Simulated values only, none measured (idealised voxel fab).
Process module heading - voxel self aligned vias
The width of the displayed cross-section, cut, is 190 nm; its cells are square, with a size of 5 nm.
Cross-section = grid of square cells, listed top down in bands; band = one or more rows.
For a band, the entry starts with two heights in nm, that of the top and then that of the bottom, and carries on with the band's materials in order from left to right, each alongside its width in nm; the word "everywhere" beside a single material means it fills the band edge to edge, and "blank" means empty space.
Height datum 0, below which the as-received substrate wafer is one material. Lowest band open at the bottom, running downward: "0 nm and below".
Quick explanation for "30..40": the width changes in equal steps down the rows of cells, from the first number in the band's top row to the second number in its bottom row.
Where the words "nothing got changed" appear for a step, the cross-section shows no cell changed by that step; every cell remained as before.
Basically, "Unvented voids" tells you about the enclosed voids: empty spaces with no open way to the top, 8 cells or bigger, each written width x height at distance, where distance is from the left edge, all in nm.
Step line, after settings: the simulator's comment on this step.
overlay nm: on a step with a mask, how far right of its planned place the mask lay; negative means left.
List of planned process steps
1,RECEIVE: material Si
2,CONFORMAL_DEP: material SiO2, thk nm 10
3,CONFORMAL_DEP: material SiCN, thk nm 5
4,DIRECTIONAL_DEP: material SiO2, thk nm 25
5,PATTERN: tone open, mask id LINES, material resist, width nm 25, pitch nm 70, thk nm 15, overlay nm 0
6,DIRECTIONAL_ETCH: etch materials SiO2, depth nm 25
7,STRIP: etch materials resist
8,CONFORMAL_DEP: material TiN, thk nm 5
9,FILL_DEP: material W, thk nm 10
10,CMP: height nm 40
11,SELECTIVE_ETCH: etch materials W Ru TiN, depth nm 5
12,FILL_DEP: material SiN, thk nm 5
13,CMP: height nm 40
14,DIRECTIONAL_DEP: material SiO2, thk nm 20
15,MASKED_ETCH: tone open, mask id VIAS, width nm 45, etch materials SiO2, depth nm 20, overlay nm 0
16,MASKED_ETCH: tone open, mask id VIAS, width nm 45, etch materials SiN, depth nm 5, overlay nm 0
17,CONFORMAL_DEP: material TiN, thk nm 5
18,FILL_DEP: material Ru, thk nm 5
19,CMP: height nm 60
20,CONFORMAL_DEP: material SiCN, thk nm 5
Incoming wafer in cross-section (state: after step 1)
0 nm and below | Si everywhere
Unvented voids: none
First wafer of two, sectioned at end of module; run went per plan
65 nm to 60 nm | SiCN everywhere
60 nm to 45 nm | SiO2: 35 | TiN: 5 | Ru: 35 | TiN: 5 | SiO2: 110
45 nm to 40 nm | SiO2: 35 | TiN: 15 | Ru: 15 | TiN: 15 | SiO2: 110
40 nm to 35 nm | SiO2: 45 | TiN: 25 | SiO2: 45 | SiN: 25 | SiO2: 50
35 nm to 20 nm | SiO2: 45 | TiN: 5 | W: 15 | TiN: 5 | SiO2: 45 | TiN: 5 | W: 15 | TiN: 5 | SiO2: 50
20 nm to 15 nm | SiO2: 45 | TiN: 25 | SiO2: 45 | TiN: 25 | SiO2: 50
15 nm to 10 nm | SiCN everywhere
10 nm to 0 nm | SiO2 everywhere
0 nm and below | Si everywhere
Unvented voids: none
End-of-module cross-section of the second wafer: identical starting point and process plan to the first, with one processing mistake
65 nm to 60 nm | SiCN everywhere
60 nm to 40 nm | SiO2: 35 | TiN: 5 | Ru: 35 | TiN: 5 | SiO2: 110
40 nm to 35 nm | SiO2: 35 | TiN: 45 | SiO2: 35 | SiN: 25 | SiO2: 50
35 nm to 20 nm | SiO2: 35 | TiN: 15 | W: 15 | TiN: 15 | SiO2: 35 | TiN: 5 | W: 15 | TiN: 5 | SiO2: 50
20 nm to 15 nm | SiO2: 45 | TiN: 25 | SiO2: 45 | TiN: 25 | SiO2: 50
15 nm to 10 nm | SiCN everywhere
10 nm to 0 nm | SiO2 everywhere
0 nm and below | Si everywhere
Unvented voids: none
Heads up, the wafer didn't run the way we planned it: step 15 of the plan was carried out twice
Counted in cells at the end, the second wafer holds more or fewer of these materials than the first: +4 Ru, -16 SiO2, +12 TiN
